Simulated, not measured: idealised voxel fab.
voxel ribs on slabs: a process module
Shown is cross-section cut, with a width of 170 nm and square cells of size 5 nm.
Cross-section format: a grid of square cells, given as bands from top to bottom; each band is one or more rows of cells. Band: top height; bottom height; in nm. Then, left to right: material with width in nm, for each material. "all across": a single material spanning edge to edge. "empty": empty space. Note: height 0 marks the level under which the wafer is uniformly one material as received. Lowest band unbounded below, written "0 nm and below". The width entry "30->40" should be interpreted row by row: the top row of cells in the band takes the first number, the bottom row takes the second number, and the change between adjacent rows is uniform throughout. Any step labelled "nothing different" changed none of the cells in the cross-section. Entry "Closed void listing" = empty spaces >= 8 cells with no open way to the top; each as width x height at distance, distance from left edge, all nm. Post-settings text on a step line: simulator's own remark regarding the step. The setting "overlay nm" may be written on the line of a step. When the step uses a mask, the value reports how far to the right of the planned place the mask lay, and a negative value reports that it lay to the left.

Planned process steps
1) RECEIVE: material Si
2) DIRECTIONAL_DEP: material SiO2, thk nm 25
3) DIRECTIONAL_DEP: material SiN, thk nm 20
4) MASKED_ETCH: tone cover, mask id RIB, width nm 20, etch materials SiN, depth nm 15, overlay nm 0
5) PATTERN: tone cover, mask id SLAB, material resist, width nm 60, thk nm 15, overlay nm 0
6) DIRECTIONAL_ETCH: etch materials SiN, depth nm 5
7) STRIP: etch materials resist
8) FILL_DEP: material SiO2, thk nm 25
9) CMP: height nm 60
10) DIRECTIONAL_DEP: material TiN, thk nm 5
11) PATTERN: tone cover, mask id HEATER, material resist, width nm 30, thk nm 15, overlay nm 0
12) DIRECTIONAL_ETCH: etch materials TiN, depth nm 5
13) STRIP: etch materials resist
14) CONFORMAL_DEP: material SiN, thk nm 10

Step 1 complete: cross-section of the wafer as received
* 0 nm and below = Si all across
* Closed void listing: none

Post-module cross-section: identical start and plan to those above, one misstep in execution
* 75 nm to 70 nm = 60 of empty  50 of SiN  60 of empty
* 70 nm to 65 nm = SiN all across
* 65 nm to 60 nm = 70 of SiN  30 of TiN  70 of SiN
* 60 nm to 20 nm = SiO2 all across
* 20 nm to 0 nm = SiN all across
* 0 nm and below = Si all across
* Closed void listing: none
Which mistake was made when the wafer was run? steps 2 and 3 got flipped, so each one ran where the other should have
